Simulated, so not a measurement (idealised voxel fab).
process module | voxel ribs on slabs
cross-section cut | 265 nm wide | cells 5 nm
A cross-section is a grid of square cells, given in bands from the top down. A band is one or more rows of cells.
Each band's line starts with the height of the band's top and of its bottom, in nm. Then come its materials from left to right, each with its width in nm. One material with "throughout" fills the band from edge to edge. "air" is empty space.
Height 0 is the level under which the wafer as received is all one material. The lowest band goes on downwards, as in "0 down".
A width such as "30 to 40" changes by the same amount from each row of cells to the next, from the band's top row to its bottom row.
"no change" after a step means that no cell of the cross-section changed.
closed voids: empty space of 8 cells or more with no open way to the top, each as width x height at its distance from the left edge, in nm
after a step's settings: what the simulator itself notes on the step
overlay nm, on a step with a mask: how far to the right of its planned place the mask lay; to the left if negative
plan
1 op RECEIVE | material Si
2 op DIRECTIONAL_DEP | material SiO2 | thk nm 25
3 op DIRECTIONAL_DEP | material polySi | thk nm 15
4 op DIRECTIONAL_DEP | material aC | thk nm 15
5 op PATTERN | tone cover | mask id RIB | material resist | width nm 20 | thk nm 30 | overlay nm 0
6 op DIRECTIONAL_ETCH | etch materials aC | depth nm 15
7 op STRIP | etch materials resist
8 op DIRECTIONAL_ETCH | etch materials polySi | depth nm 5
9 op STRIP | etch materials aC
10 op DIRECTIONAL_DEP | material aC | thk nm 10
11 op PATTERN | tone cover | mask id SLAB | material resist | width nm 50 | thk nm 25 | overlay nm 0
12 op DIRECTIONAL_ETCH | etch materials aC | depth nm 10
13 op STRIP | etch materials resist
14 op DIRECTIONAL_ETCH | etch materials polySi | depth nm 10
15 op STRIP | etch materials aC
16 op FILL_DEP | material SiO2 | thk nm 30
17 op CMP | height nm 60
18 op DIRECTIONAL_DEP | material W | thk nm 10
19 op MASKED_ETCH | tone cover | mask id HEATER | width nm 30 | etch materials W | depth nm 10 | overlay nm 0
20 op CONFORMAL_DEP | material SiO2 | thk nm 10
first wafer, as planned
as received, after step 1
  0 down: Si throughout
  closed voids: none
after step 2
  25 to 0: SiO2 throughout
  below 0: unchanged
after step 3
  40 to 25: polySi throughout
  below 25: unchanged
after step 4
  55 to 40: aC throughout
  below 40: unchanged
after step 5
  85 to 55: air 120 | resist 20 | air 125
  below 55: unchanged
after step 6
  70 to 55: air 120 | resist 20 | air 125
  55 to 40: air 120 | aC 20 | air 125
  below 40: unchanged
after step 7
  55 to 40: air 120 | aC 20 | air 125
  below 40: unchanged
after step 8
  55 to 40: air 120 | aC 20 | air 125
  40 to 35: air 120 | polySi 20 | air 125
  below 35: unchanged
after step 9
  40 to 35: air 120 | polySi 20 | air 125
  below 35: unchanged
after step 10
  50 to 45: air 120 | aC 20 | air 125
  45 to 40: aC throughout
  40 to 35: aC 120 | polySi 20 | aC 125
  below 35: unchanged
after step 11
  75 to 50: air 105 | resist 50 | air 110
  50 to 45: air 105 | resist 15 | aC 20 | resist 15 | air 110
  below 45: unchanged
after step 12
  65 to 50: air 105 | resist 50 | air 110
  50 to 45: air 105 | resist 15 | aC 20 | resist 15 | air 110
  45 to 40: air 105 | aC 50 | air 110
  40 to 35: air 105 | aC 15 | polySi 20 | aC 15 | air 110
  below 35: unchanged
after step 13
  50 to 40: air 120 to 105 | aC 20 to 50 | air 125 to 110
  below 40: unchanged
after step 14
  50 to 40: air 120 to 105 | aC 20 to 50 | air 125 to 110
  40 to 35: air 105 | aC 15 | polySi 20 | aC 15 | air 110
  35 to 25: air 105 | polySi 50 | air 110
  below 25: unchanged
after step 15
  40 to 35: air 120 | polySi 20 | air 125
  below 35: unchanged
after step 16
  70 to 40: SiO2 throughout
  40 to 35: SiO2 120 | polySi 20 | SiO2 125
  35 to 25: SiO2 105 | polySi 50 | SiO2 110
  below 25: unchanged
after step 17
  60 to 40: SiO2 throughout
  below 40: unchanged
after step 18
  70 to 60: W throughout
  below 60: unchanged
after step 19
  70 to 60: air 115 | W 30 | air 120
  below 60: unchanged
after step 20
  80 to 70: air 105 | SiO2 50 | air 110
  70 to 60: SiO2 115 | W 30 | SiO2 120
  below 60: unchanged
second wafer: like start, like plan, one mistake. Through step 3 it matches the first wafer
when step 4 should have ended
  55 to 25: polySi throughout
  below 25: unchanged
when step 5 should have ended
  85 to 55: air 120 | resist 20 | air 125
  below 55: unchanged
when step 6 should have ended
  70 to 55: air 120 | resist 20 | air 125
  below 55: unchanged
when step 7 should have ended
  55 to 25: polySi throughout
  below 25: unchanged
when step 8 should have ended
  50 to 25: polySi throughout
  below 25: unchanged
when step 9 should have ended: no change
when step 10 should have ended
  60 to 50: aC throughout
  below 50: unchanged
when step 11 should have ended
  85 to 60: air 105 | resist 50 | air 110
  below 60: unchanged
when step 12 should have ended
  75 to 60: air 105 | resist 50 | air 110
  60 to 50: air 105 | aC 50 | air 110
  below 50: unchanged
when step 13 should have ended
  60 to 50: air 105 | aC 50 | air 110
  below 50: unchanged
when step 14 should have ended
  60 to 50: air 105 | aC 50 | air 110
  50 to 40: air 105 | polySi 50 | air 110
  below 40: unchanged
when step 15 should have ended
  50 to 40: air 105 | polySi 50 | air 110
  below 40: unchanged
when step 16 should have ended
  80 to 50: SiO2 throughout
  50 to 40: SiO2 105 | polySi 50 | SiO2 110
  below 40: unchanged
when step 17 should have ended
  60 to 50: SiO2 throughout
  below 50: unchanged
when step 18 should have ended
  70 to 60: W throughout
  below 60: unchanged
when step 19 should have ended
  70 to 60: air 115 | W 30 | air 120
  below 60: unchanged
when step 20 should have ended
  80 to 70: air 105 | SiO2 50 | air 110
  70 to 60: SiO2 115 | W 30 | SiO2 120
  below 60: unchanged
what went wrong: step 4 ran as: op DIRECTIONAL_DEP | material polySi | thk nm 15
at the end the second wafer has, in cells: 155 fewer of SiO2 | 155 more of polySi
